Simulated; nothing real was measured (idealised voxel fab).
Process module, titled voxel ribs on slabs
Shown is cross-section cut, with a width of 140 nm and square cells of size 5 nm.
For the purposes of this document, a cross-section shall be understood as a grid of square cells, specified as bands listed in top-to-bottom order, each band consisting of one or more rows of cells. Band: top and bottom heights (nm) first, top before bottom; then materials from left to right, widths in nm. "full width" marks a sole material filling the band edge to edge. "empty" denotes empty space. We count height from 0. Below that, the starting wafer is all one material. The lowest band never ends at the bottom but goes on down; see "0 nm and below" for how that is written. A two-number width, for instance "30->40", indicates that the width is equal to the first number in the top row of the band and to the second number in the bottom row, and that it changes by a constant amount per row of cells. Reading "nothing changed" for a step: not a cell of the cross-section changed in it. So "Enclosed void inventory" is basically the list of trapped voids: any empty space of 8 cells or more that can't reach the top through an opening. They're written width x height at distance, the distance being from the left edge, and it's all nm. Post-settings text on a step line: simulator's own remark regarding the step. "overlay nm" on a masked step: distance the mask lay right of its planned place, negative for left.
Set out below are the planned steps of the process
1) RECEIVE [material Si]
2) DIRECTIONAL_DEP [material SiO2] [thk nm 30]
3) DIRECTIONAL_DEP [material polySi] [thk nm 15]
4) MASKED_ETCH [tone cover] [mask id RIB] [width nm 30] [etch materials polySi] [depth nm 5] [overlay nm 0]
5) PATTERN [tone cover] [mask id SLAB] [material resist] [width nm 90] [thk nm 15] [overlay nm 0]
6) DIRECTIONAL_ETCH [etch materials polySi] [depth nm 10]
7) STRIP [etch materials resist]
8) FILL_DEP [material SiO2] [thk nm 30]
9) CMP [height nm 65]
10) DIRECTIONAL_DEP [material W] [thk nm 10]
11) PATTERN [tone cover] [mask id HEATER] [material resist] [width nm 40] [thk nm 15] [overlay nm 0]
12) DIRECTIONAL_ETCH [etch materials W] [depth nm 10]
13) STRIP [etch materials resist]
14) CONFORMAL_DEP [material SiO2] [thk nm 10]
First wafer of two (run as planned)
Cross-section: wafer on arrival = after step 1
> 0 nm and below = Si full width
> Enclosed void inventory: none
Wafer xsec, post step 2
> 30 nm to 0 nm = SiO2 full width
> Lower than 0, everything is as it was.
Wafer xsec, post step 3
> 45 nm to 30 nm = polySi full width
> Lower than 30, everything is as it was.
Wafer xsec, post step 4
> 45 nm to 40 nm = 55 empty, then 30 polySi, then 55 empty
> Lower than 40, everything is as it was.
Wafer xsec, post step 5
> 60 nm to 45 nm = 25 empty, then 90 resist, then 25 empty
> 45 nm to 40 nm = 25 empty, then 30 resist, then 30 polySi, then 30 resist, then 25 empty
> Lower than 40, everything is as it was.
Wafer xsec, post step 6
> 60 nm to 45 nm = 25 empty, then 90 resist, then 25 empty
> 45 nm to 40 nm = 25 empty, then 30 resist, then 30 polySi, then 30 resist, then 25 empty
> 40 nm to 30 nm = 25 empty, then 90 polySi, then 25 empty
> Lower than 30, everything is as it was.
Wafer xsec, post step 7
> 45 nm to 40 nm = 55 empty, then 30 polySi, then 55 empty
> Lower than 40, everything is as it was.
Wafer xsec, post step 8
> 75 nm to 45 nm = SiO2 full width
> 45 nm to 40 nm = 55 SiO2, then 30 polySi, then 55 SiO2
> 40 nm to 30 nm = 25 SiO2, then 90 polySi, then 25 SiO2
> Lower than 30, everything is as it was.
Wafer xsec, post step 9
> 65 nm to 45 nm = SiO2 full width
> Lower than 45, everything is as it was.
Wafer xsec, post step 10
> 75 nm to 65 nm = W full width
> Lower than 65, everything is as it was.
Wafer xsec, post step 11
> 90 nm to 75 nm = 50 empty, then 40 resist, then 50 empty
> Lower than 75, everything is as it was.
Wafer xsec, post step 12
> 90 nm to 75 nm = 50 empty, then 40 resist, then 50 empty
> 75 nm to 65 nm = 50 empty, then 40 W, then 50 empty
> Lower than 65, everything is as it was.
Wafer xsec, post step 13
> 75 nm to 65 nm = 50 empty, then 40 W, then 50 empty
> Lower than 65, everything is as it was.
Wafer xsec, post step 14
> 85 nm to 75 nm = 40 empty, then 60 SiO2, then 40 empty
> 75 nm to 65 nm = 50 SiO2, then 40 W, then 50 SiO2
> Lower than 65, everything is as it was.
The second wafer began exactly as the first did and followed the same plan, but one mistake was made while running it; through step 4 inclusive, the two wafers are identical
Second wafer, section view, time point: scheduled end of step 5
> 60 nm to 45 nm = 20 empty, then 100 resist, then 20 empty
> 45 nm to 40 nm = 20 empty, then 35 resist, then 30 polySi, then 35 resist, then 20 empty
> Lower than 40, everything is as it was.
Second wafer, section view, time point: scheduled end of step 6
> 60 nm to 45 nm = 20 empty, then 100 resist, then 20 empty
> 45 nm to 40 nm = 20 empty, then 35 resist, then 30 polySi, then 35 resist, then 20 empty
> 40 nm to 30 nm = 20 empty, then 100 polySi, then 20 empty
> Lower than 30, everything is as it was.
Second wafer, section view, time point: scheduled end of step 7
> 45 nm to 40 nm = 55 empty, then 30 polySi, then 55 empty
> Lower than 40, everything is as it was.
Second wafer, section view, time point: scheduled end of step 8
> 75 nm to 45 nm = SiO2 full width
> 45 nm to 40 nm = 55 SiO2, then 30 polySi, then 55 SiO2
> 40 nm to 30 nm = 20 SiO2, then 100 polySi, then 20 SiO2
> Lower than 30, everything is as it was.
Second wafer, section view, time point: scheduled end of step 9
> 65 nm to 45 nm = SiO2 full width
> Lower than 45, everything is as it was.
Second wafer, section view, time point: scheduled end of step 10
> 75 nm to 65 nm = W full width
> Lower than 65, everything is as it was.
Second wafer, section view, time point: scheduled end of step 11
> 90 nm to 75 nm = 50 empty, then 40 resist, then 50 empty
> Lower than 75, everything is as it was.
Second wafer, section view, time point: scheduled end of step 12
> 90 nm to 75 nm = 50 empty, then 40 resist, then 50 empty
> 75 nm to 65 nm = 50 empty, then 40 W, then 50 empty
> Lower than 65, everything is as it was.
Second wafer, section view, time point: scheduled end of step 13
> 75 nm to 65 nm = 50 empty, then 40 W, then 50 empty
> Lower than 65, everything is as it was.
Second wafer, section view, time point: scheduled end of step 14
> 85 nm to 75 nm = 40 empty, then 60 SiO2, then 40 empty
> 75 nm to 65 nm = 50 SiO2, then 40 W, then 50 SiO2
> Lower than 65, everything is as it was.
Error vs. plan: step 5, actual vs plan mismatch, actual run PATTERN [tone cover] [mask id SLAB] [material resist] [width nm 100] [thk nm 15] [overlay nm 0]
Final cells, second wafer relative to first, materials higher or lower: 4 fewer of SiO2 | 4 more of polySi
